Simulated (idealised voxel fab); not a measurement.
Process module heading - voxel double patterning
The cross-section on display is named cut; it measures 210 nm wide, and its cells are 5 nm squares.
The cross-sections in this document take the form of a grid made of square cells. They are written out as bands, in order from top to bottom. Each band consists of one or more rows of cells.
Heads up on the band format: heights come first, top then bottom, in nm. After that it's the materials left to right, each with its width in nm. A single material flagged "edge to edge" fills the whole band edge to edge, and "blank" means there's empty space there.
For the purposes of this specification, 0 denotes the height below which the wafer in its as-received condition is composed wholly of one material, and the lowermost band, lacking a lower limit, extends downward without end, as expressed in "from 0 down".
So if you see something like "30->40" for the width, read it as the top row of the band sitting at the first number and the bottom row at the second, with every row in between moving by the same amount as the last.
Any step labelled "remains unaltered" changed none of the cells in the cross-section.
"Fully enclosed voids" enumerates empty spaces isolated from the top, with no open way to it, that contain at least 8 cells, giving each as width x height at distance from the left edge, all three in nm.
Past the settings on a step's line: simulator remark, on that step.
overlay nm: where the mask lay relative to plan, measured to the right, on steps with a mask; negatives go left.
The steps planned for the process are as follows:
1 RECEIVE: material Si
2 CONFORMAL_DEP: material SiO2, thk nm 5
3 DIRECTIONAL_DEP: material W, thk nm 10
4 DIRECTIONAL_DEP: material SiN, thk nm 10
5 MASKED_ETCH: tone open, mask id FIRST, width nm 15, pitch nm 50, etch materials SiN, depth nm 10, overlay nm 0
6 MASKED_ETCH: tone open, mask id SECOND, width nm 15, etch materials SiN, depth nm 10, overlay nm 0
7 DIRECTIONAL_ETCH: etch materials W, depth nm 10
8 STRIP: etch materials SiN
Shown in cross-section is the wafer as received, that is, as it stands after step 1:
from 0 down  Si edge to edge
Fully enclosed voids: none
First of two wafers, end-of-module section, run followed plan:
from 15 to 5  70 W, then 15 blank, then 10 W, then 15 blank, then 10 W, then 15 blank, then 75 W
from 5 to 0  SiO2 edge to edge
from 0 down  Si edge to edge
Fully enclosed voids: none
Cross-section, second wafer: same start as the first, same plan as the first, one mistake in running it; taken at the end of the module:
from 15 to 5  95 blank, then 15 W, then 100 blank
from 5 to 0  SiO2 edge to edge
from 0 down  Si edge to edge
Fully enclosed voids: none
Heads up, the wafer didn't run the way we planned it: step 6: run off-plan, actual operation and settings MASKED_ETCH: tone cover, mask id SECOND, width nm 15, etch materials SiN, depth nm 10, overlay nm 0
The second wafer ends with more or fewer cells of some materials than the first, per final count: W: 60 fewer
